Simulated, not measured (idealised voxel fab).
Title: Process Module voxel self aligned contacts
The cross-section on display is named cut; it measures 185 nm wide, and its cells are 5 nm squares.
Cross-section, as written here: a square-cell grid given band by band from the top down, where a band holds one or more rows of cells.
Each band's line starts with the height of the band's top and of its bottom, in nm. Then come its materials from left to right, each with its width in nm. One material with "throughout" fills the band from edge to edge. "empty" is empty space.
Zero point of the height axis is 0; under it, received wafer = one material. Lowest band: continues down indefinitely, "0 nm and below".
It should be noted that a width expressed as "30 to 40" varies in equal increments from row to row of cells within the band, taking the value of the first number at the top row and that of the second number at the bottom row.
"no alterations made", as given for a step, is the statement that not any cell of the cross-section underwent a change during that step.
The entry "Sealed void list" lists the empty spaces that cover at least 8 cells and have no open path to the top. Each is written as width x height at distance, where the distance is measured from the left edge and all three values are in nm.
Heads up: the bit after the settings on a step's line is the simulator's remark on that step.
overlay nm, on a step with a mask: how far to the right of its planned place the mask lay; to the left if negative

[Process steps (planned)]
| 1 | RECEIVE: material Si |
| 2 | CONFORMAL_DEP: material SiO2, thk nm 5 |
| 3 | DIRECTIONAL_DEP: material polySi, thk nm 25 |
| 4 | DIRECTIONAL_DEP: material SiN, thk nm 20 |
| 5 | PATTERN: tone cover, mask id GATE, material resist, width nm 25, pitch nm 60, thk nm 20, overlay nm 0 |
| 6 | DIRECTIONAL_ETCH: etch materials SiN, depth nm 20 |
| 7 | DIRECTIONAL_ETCH: etch materials polySi, depth nm 25 |
| 8 | STRIP: etch materials resist |
| 9 | CONFORMAL_DEP: material SiN, thk nm 5 |
| 10 | DIRECTIONAL_ETCH: etch materials SiN, depth nm 5 |
| 11 | FILL_DEP: material SiO2, thk nm 20 |
| 12 | CMP: height nm 60 |
| 13 | PATTERN: tone open, mask id CONTACT, material resist, width nm 45, pitch nm 60, thk nm 15, overlay nm 0 |
| 14 | DIRECTIONAL_ETCH: etch materials SiO2, depth nm 60 |
| 15 | STRIP: etch materials resist |
| 16 | CONFORMAL_DEP: material TiN, thk nm 5 |
| 17 | FILL_DEP: material Ru, thk nm 10 |
| 18 | CMP: height nm 60 |
| 19 | CONFORMAL_DEP: material SiCN, thk nm 5 |

[Wafer as received: cross-section following step 1]
    0 nm and below = Si throughout
    Sealed void list: none

[Look at the cross-section after the module: the wafer started out the way shown above and the plan was the one shown above, yet one mistake was made along the way]
    65 nm to 60 nm = SiCN throughout
    60 nm to 50 nm = SiO2=30; TiN=5 to 25; Ru=35 to 15; TiN=5; SiO2=15; TiN=5 to 25; Ru=35 to 15; TiN=5; SiO2=50
    50 nm to 30 nm = SiO2=15; SiN=35; TiN=5; Ru=15; TiN=5; SiN=35; TiN=5; Ru=15; TiN=5; SiN=35; SiO2=15
    30 nm to 5 nm = SiO2=15; SiN=5; polySi=25; SiN=5; TiN=5; Ru=15; TiN=5; SiN=5; polySi=25; SiN=5; TiN=5; Ru=15; TiN=5; SiN=5; polySi=25; SiN=5; SiO2=15
    5 nm to 0 nm = SiO2=50; TiN=25; SiO2=35; TiN=25; SiO2=50
    0 nm and below = Si throughout
    Sealed void list: none
Finding, execution versus plan: the process deviated at step 13: the operation and settings actually run there were PATTERN: tone open, mask id CONTACT, material resist, width nm 45, pitch nm 60, thk nm 15, overlay nm -10
